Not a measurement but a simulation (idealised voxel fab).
process module | voxel self aligned vias
cross-section cut | 295 nm wide | cells 5 nm
A cross-section is a grid of square cells, given in bands from the top down. A band is one or more rows of cells.
Each band's line starts with the height of the band's top and of its bottom, in nm. Then come its materials from left to right, each with its width in nm. One material with "throughout" fills the band from edge to edge. "air" is empty space.
Height 0 is the level under which the wafer as received is all one material. The lowest band goes on downwards, as in "0 down".
A width such as "30 to 40" changes by the same amount from each row of cells to the next, from the band's top row to its bottom row.
"no change" after a step means that no cell of the cross-section changed.
closed voids: empty space of 8 cells or more with no open way to the top, each as width x height at its distance from the left edge, in nm
after a step's settings: what the simulator itself notes on the step
overlay nm, on a step with a mask: how far to the right of its planned place the mask lay; to the left if negative
plan
1 op RECEIVE | material Si
2 op CONFORMAL_DEP | material SiO2 | thk nm 10
3 op CONFORMAL_DEP | material SiCN | thk nm 5
4 op DIRECTIONAL_DEP | material lowk | thk nm 25
5 op DIRECTIONAL_DEP | material aC | thk nm 10
6 op PATTERN | tone open | mask id LINES | material resist | width nm 25 | pitch nm 50 | thk nm 30 | overlay nm 0
7 op DIRECTIONAL_ETCH | etch materials aC | depth nm 10
8 op STRIP | etch materials resist
9 op DIRECTIONAL_ETCH | etch materials lowk | depth nm 25
10 op STRIP | etch materials aC
11 op CONFORMAL_DEP | material TiN | thk nm 5
12 op FILL_DEP | material Ru | thk nm 5
13 op CMP | height nm 40
14 op SELECTIVE_ETCH | etch materials W Ru TiN | depth nm 5
15 op FILL_DEP | material SiN | thk nm 10
16 op CMP | height nm 40
17 op DIRECTIONAL_DEP | material lowk | thk nm 15
18 op PATTERN | tone open | mask id VIAS | material resist | width nm 35 | thk nm 15 | overlay nm 0
19 op DIRECTIONAL_ETCH | etch materials lowk | depth nm 15
20 op DIRECTIONAL_ETCH | etch materials SiN | depth nm 5
21 op STRIP | etch materials resist
22 op CONFORMAL_DEP | material TiN | thk nm 5
23 op FILL_DEP | material Cu | thk nm 10
24 op CMP | height nm 55
25 op CONFORMAL_DEP | material SiCN | thk nm 5
first wafer, as planned
as received, after step 1
  0 down: Si throughout
  closed voids: none
after step 2
  10 to 0: SiO2 throughout
  below 0: unchanged
after step 3
  15 to 10: SiCN throughout
  below 10: unchanged
after step 4
  40 to 15: lowk throughout
  below 15: unchanged
after step 5
  50 to 40: aC throughout
  below 40: unchanged
after step 6
  80 to 50: resist 110 | air 25 | resist 25 | air 25 | resist 110
  below 50: unchanged
after step 7
  70 to 50: resist 110 | air 25 | resist 25 | air 25 | resist 110
  50 to 40: aC 110 | air 25 | aC 25 | air 25 | aC 110
  below 40: unchanged
after step 8
  50 to 40: aC 110 | air 25 | aC 25 | air 25 | aC 110
  below 40: unchanged
after step 9
  50 to 40: aC 110 | air 25 | aC 25 | air 25 | aC 110
  40 to 15: lowk 110 | air 25 | lowk 25 | air 25 | lowk 110
  below 15: unchanged
after step 10
  40 to 15: lowk 110 | air 25 | lowk 25 | air 25 | lowk 110
  below 15: unchanged
after step 11
  45 to 40: TiN 115 | air 15 | TiN 35 | air 15 | TiN 115
  40 to 20: lowk 110 | TiN 5 | air 15 | TiN 5 | lowk 25 | TiN 5 | air 15 | TiN 5 | lowk 110
  20 to 15: lowk 110 | TiN 25 | lowk 25 | TiN 25 | lowk 110
  below 15: unchanged
after step 12
  50 to 45: Ru throughout
  45 to 40: TiN 115 | Ru 15 | TiN 35 | Ru 15 | TiN 115
  40 to 20: lowk 110 | TiN 5 | Ru 15 | TiN 5 | lowk 25 | TiN 5 | Ru 15 | TiN 5 | lowk 110
  below 20: unchanged
after step 13
  40 to 20: lowk 110 | TiN 5 | Ru 15 | TiN 5 | lowk 25 | TiN 5 | Ru 15 | TiN 5 | lowk 110
  below 20: unchanged
after step 14
  40 to 35: lowk 110 | air 25 | lowk 25 | air 25 | lowk 110
  below 35: unchanged
after step 15
  50 to 40: SiN throughout
  40 to 35: lowk 110 | SiN 25 | lowk 25 | SiN 25 | lowk 110
  below 35: unchanged
after step 16
  40 to 35: lowk 110 | SiN 25 | lowk 25 | SiN 25 | lowk 110
  below 35: unchanged
after step 17
  55 to 40: lowk throughout
  below 40: unchanged
after step 18
  70 to 55: resist 105 | air 35 | resist 155
  below 55: unchanged
after step 19
  70 to 55: resist 105 | air 35 | resist 155
  55 to 40: lowk 105 | air 35 | lowk 155
  below 40: unchanged
after step 20
  70 to 55: resist 105 | air 35 | resist 155
  55 to 40: lowk 105 | air 35 | lowk 155
  40 to 35: lowk 110 | air 25 | lowk 25 | SiN 25 | lowk 110
  below 35: unchanged
after step 21
  55 to 40: lowk 105 | air 35 | lowk 155
  below 40: unchanged
after step 22
  60 to 55: TiN 110 | air 25 | TiN 160
  55 to 45: lowk 105 | TiN 5 | air 25 | TiN 5 | lowk 155
  45 to 40: lowk 105 | TiN 10 | air 15 | TiN 10 | lowk 155
  40 to 35: lowk 110 | TiN 25 | lowk 25 | SiN 25 | lowk 110
  below 35: unchanged
after step 23
  70 to 60: Cu throughout
  60 to 55: TiN 110 | Cu 25 | TiN 160
  55 to 45: lowk 105 | TiN 5 | Cu 25 | TiN 5 | lowk 155
  45 to 40: lowk 105 | TiN 10 | Cu 15 | TiN 10 | lowk 155
  below 40: unchanged
after step 24
  55 to 45: lowk 105 | TiN 5 | Cu 25 | TiN 5 | lowk 155
  below 45: unchanged
after step 25
  60 to 55: SiCN throughout
  below 55: unchanged
second wafer: like start, like plan, one mistake. Through step 2 it matches the first wafer
when step 3 should have ended
  25 to 10: SiCN throughout
  below 10: unchanged
when step 4 should have ended
  50 to 25: lowk throughout
  below 25: unchanged
when step 5 should have ended
  60 to 50: aC throughout
  below 50: unchanged
when step 6 should have ended
  90 to 60: resist 110 | air 25 | resist 25 | air 25 | resist 110
  below 60: unchanged
when step 7 should have ended
  80 to 60: resist 110 | air 25 | resist 25 | air 25 | resist 110
  60 to 50: aC 110 | air 25 | aC 25 | air 25 | aC 110
  below 50: unchanged
when step 8 should have ended
  60 to 50: aC 110 | air 25 | aC 25 | air 25 | aC 110
  below 50: unchanged
when step 9 should have ended
  60 to 50: aC 110 | air 25 | aC 25 | air 25 | aC 110
  50 to 25: lowk 110 | air 25 | lowk 25 | air 25 | lowk 110
  below 25: unchanged
when step 10 should have ended
  50 to 25: lowk 110 | air 25 | lowk 25 | air 25 | lowk 110
  below 25: unchanged
when step 11 should have ended
  55 to 50: TiN 115 | air 15 | TiN 35 | air 15 | TiN 115
  50 to 30: lowk 110 | TiN 5 | air 15 | TiN 5 | lowk 25 | TiN 5 | air 15 | TiN 5 | lowk 110
  30 to 25: lowk 110 | TiN 25 | lowk 25 | TiN 25 | lowk 110
  below 25: unchanged
when step 12 should have ended
  60 to 55: Ru throughout
  55 to 50: TiN 115 | Ru 15 | TiN 35 | Ru 15 | TiN 115
  50 to 30: lowk 110 | TiN 5 | Ru 15 | TiN 5 | lowk 25 | TiN 5 | Ru 15 | TiN 5 | lowk 110
  below 30: unchanged
when step 13 should have ended
  40 to 30: lowk 110 | TiN 5 | Ru 15 | TiN 5 | lowk 25 | TiN 5 | Ru 15 | TiN 5 | lowk 110
  below 30: unchanged
when step 14 should have ended
  40 to 35: lowk 110 | air 25 | lowk 25 | air 25 | lowk 110
  below 35: unchanged
when step 15 should have ended
  50 to 40: SiN throughout
  40 to 35: lowk 110 | SiN 25 | lowk 25 | SiN 25 | lowk 110
  below 35: unchanged
when step 16 should have ended
  40 to 35: lowk 110 | SiN 25 | lowk 25 | SiN 25 | lowk 110
  below 35: unchanged
when step 17 should have ended
  55 to 40: lowk throughout
  below 40: unchanged
when step 18 should have ended
  70 to 55: resist 105 | air 35 | resist 155
  below 55: unchanged
when step 19 should have ended
  70 to 55: resist 105 | air 35 | resist 155
  55 to 40: lowk 105 | air 35 | lowk 155
  below 40: unchanged
when step 20 should have ended
  70 to 55: resist 105 | air 35 | resist 155
  55 to 40: lowk 105 | air 35 | lowk 155
  40 to 35: lowk 110 | air 25 | lowk 25 | SiN 25 | lowk 110
  below 35: unchanged
when step 21 should have ended
  55 to 40: lowk 105 | air 35 | lowk 155
  below 40: unchanged
when step 22 should have ended
  60 to 55: TiN 110 | air 25 | TiN 160
  55 to 45: lowk 105 | TiN 5 | air 25 | TiN 5 | lowk 155
  45 to 40: lowk 105 | TiN 10 | air 15 | TiN 10 | lowk 155
  40 to 35: lowk 110 | TiN 25 | lowk 25 | SiN 25 | lowk 110
  below 35: unchanged
when step 23 should have ended
  70 to 60: Cu throughout
  60 to 55: TiN 110 | Cu 25 | TiN 160
  55 to 45: lowk 105 | TiN 5 | Cu 25 | TiN 5 | lowk 155
  45 to 40: lowk 105 | TiN 10 | Cu 15 | TiN 10 | lowk 155
  below 40: unchanged
when step 24 should have ended
  55 to 45: lowk 105 | TiN 5 | Cu 25 | TiN 5 | lowk 155
  below 45: unchanged
when step 25 should have ended
  60 to 55: SiCN throughout
  below 55: unchanged
what went wrong: step 3 ran as: op CONFORMAL_DEP | material SiCN | thk nm 15
at the end the second wafer has, in cells: 12 fewer of Ru | 118 more of SiCN | 8 fewer of TiN | 98 fewer of lowk
